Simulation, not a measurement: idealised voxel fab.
A process module follows: voxel self aligned contacts.
The cross-section on display is named cut; it measures 265 nm wide, and its cells are 5 nm squares.
The cross-sections in this document take the form of a grid made of square cells. They are written out as bands, in order from top to bottom. Each band consists of one or more rows of cells. The entry gives the band's vertical extent as a top height and a bottom height in nm, then its horizontal make-up as materials from left to right, each with a width in nm. "blank" stands for empty space; a single material marked "everywhere" fills the band edge to edge. All heights in this document are referenced to 0, defined as the level beneath which the wafer, as received, consists entirely of one material. The lowest band is not bounded below; it extends indefinitely downward and is written in the form "0 nm and below". Graded width ("30 to 40"): value in top row of band = first number; value in bottom row = second number; row-to-row change constant. No cell of the cross-section changed in a step that is given as "left unchanged". "Non-vented voids" specifies each empty space that is not open to the top and that occupies no fewer than 8 cells, using the form width x height at distance, the distance measured from the left edge and all three quantities in nm. Text after the settings on a step's line: the simulator's own remark on that step. "overlay nm" answers the question of how far to the right of plan the mask lay on a step that has a mask, and when it is negative the answer is to the left.
Set out below are the planned steps of the process
1. RECEIVE, material Si
2. CONFORMAL_DEP, material SiO2, thk nm 5
3. DIRECTIONAL_DEP, material polySi, thk nm 15
4. DIRECTIONAL_DEP, material SiN, thk nm 15
5. PATTERN, tone cover, mask id GATE, material resist, width nm 35, pitch nm 70, thk nm 15, overlay nm 0
6. DIRECTIONAL_ETCH, etch materials SiN, depth nm 15
7. DIRECTIONAL_ETCH, etch materials polySi, depth nm 20
8. STRIP, etch materials resist
9. CONFORMAL_DEP, material SiN, thk nm 5
10. DIRECTIONAL_ETCH, etch materials SiN, depth nm 5
11. FILL_DEP, material SiO2, thk nm 10
12. CMP, height nm 45
13. PATTERN, tone open, mask id CONTACT, material resist, width nm 55, thk nm 20, overlay nm 0
14. DIRECTIONAL_ETCH, etch materials SiO2, depth nm 45
15. STRIP, etch materials resist
16. CONFORMAL_DEP, material TiN, thk nm 5
17. FILL_DEP, material W, thk nm 5
18. CMP, height nm 45
19. CONFORMAL_DEP, material SiCN, thk nm 5
Split variable: thk nm, step 3. Plan value = first wafer. Wafers start alike.
Step 1 complete: as-received cross-section of the first of several wafers
  0 nm and below  Si everywhere
  Non-vented voids: none
Heads up, this table goes wafer by wafer. A row tells you, at the end of the module, how many cells of each material that wafer has put on (+) or dropped (-) since it was received, and then its closed voids
thk nm 15; +53 SiCN; +66 SiN; +312 SiO2; +27 TiN; +30 W; +42 polySi; Non-vented voids: none
thk nm 20; +53 SiCN; +70 SiN; +300 SiO2; +27 TiN; +24 W; +56 polySi; Non-vented voids: none
thk nm 25; +53 SiCN; +70 SiN; +263 SiO2; +17 TiN; +18 W; +109 polySi; Non-vented voids: none
thk nm 30; +53 SiCN; +52 SiN; +233 SiO2; +15 TiN; +15 W; +162 polySi; Non-vented voids: none
thk nm 35; +53 SiCN; +34 SiN; +203 SiO2; +13 TiN; +12 W; +215 polySi; Non-vented voids: none
